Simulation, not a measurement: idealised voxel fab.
Documented hereafter: the process module known as voxel quadruple lines.
This is section cut - it's 245 nm across, gridded in 5 nm square cells.
A cross-section in this document is a grid of square cells, and it is written down as bands, the top band listed before the ones below it; a band is made up of one or more rows of cells.
Look at the band entry: it leads with the top's height and the bottom's height in nm. Then it lists the materials left to right, with a width in nm for each. The word "throughout" on a single material says that material fills the band edge to edge. The word "blank" is empty space.
Beneath 0, the wafer as received is one material, and that level is where height counting begins. The lowest band goes on downward without a bottom; it is written like "from 0 down".
The two numbers in a width such as "30..40" mark its ends across the band: the first belongs to the top row of cells, the second to the bottom row, and from each row to the next the width moves by the same amount.
Step marked "nothing was modified"? Then no cell in the cross-section changed in it.
"Closed cavity list": empty spaces of 8 cells or more with no open way to the top, each given as width x height at distance, distance from the left edge, all in nm.
The remark found on a step's line after its settings is issued by the simulator itself and pertains to that step.
Regarding "overlay nm": on a step with a mask, it is the distance the mask lay to the right of its planned place; a negative value places it to the left.
plan
- 1: RECEIVE, material Si
- 2: CONFORMAL_DEP, material Al2O3, thk nm 5
- 3: DIRECTIONAL_DEP, material W, thk nm 10
- 4: DIRECTIONAL_DEP, material polySi, thk nm 20
- 5: DIRECTIONAL_DEP, material aC, thk nm 20
- 6: PATTERN, tone cover, mask id MANDREL, material resist, width nm 25, pitch nm 100, thk nm 25, overlay nm 0
- 7: DIRECTIONAL_ETCH, etch materials aC, depth nm 20
- 8: STRIP, etch materials resist
- 9: CONFORMAL_DEP, material SiO2, thk nm 15
- 10: DIRECTIONAL_ETCH, etch materials SiO2, depth nm 15
- 11: STRIP, etch materials aC
- 12: DIRECTIONAL_ETCH, etch materials polySi, depth nm 20
- 13: STRIP, etch materials SiO2
- 14: CONFORMAL_DEP, material SiN, thk nm 10
- 15: DIRECTIONAL_ETCH, etch materials SiN, depth nm 10
- 16: STRIP, etch materials polySi
- 17: DIRECTIONAL_ETCH, etch materials W, depth nm 10
- 18: STRIP, etch materials SiN
Heads up: all these wafers start the same, and what changes between them is the width nm in step 6. The value you see in the plan is just what the first wafer got.
Cross-section: the first of several wafers in its as-received state, i.e. following step 1
- from 0 down  Si throughout
- Closed cavity list: none
The table below has one row for each wafer; a row shows, as of the end of the module, how many cells of each material the wafer has gained, marked (+), or lost, marked (-), since it was received, and then the wafer's closed voids
width nm 25; +49 Al2O3; +32 W; Closed cavity list: none
width nm 30; +49 Al2O3; +32 W; Closed cavity list: none
width nm 35; +49 Al2O3; +32 W; Closed cavity list: none
width nm 40; +49 Al2O3; +32 W; Closed cavity list: none
width nm 45; +49 Al2O3; +32 W; Closed cavity list: none
width nm 50; +49 Al2O3; +32 W; Closed cavity list: none
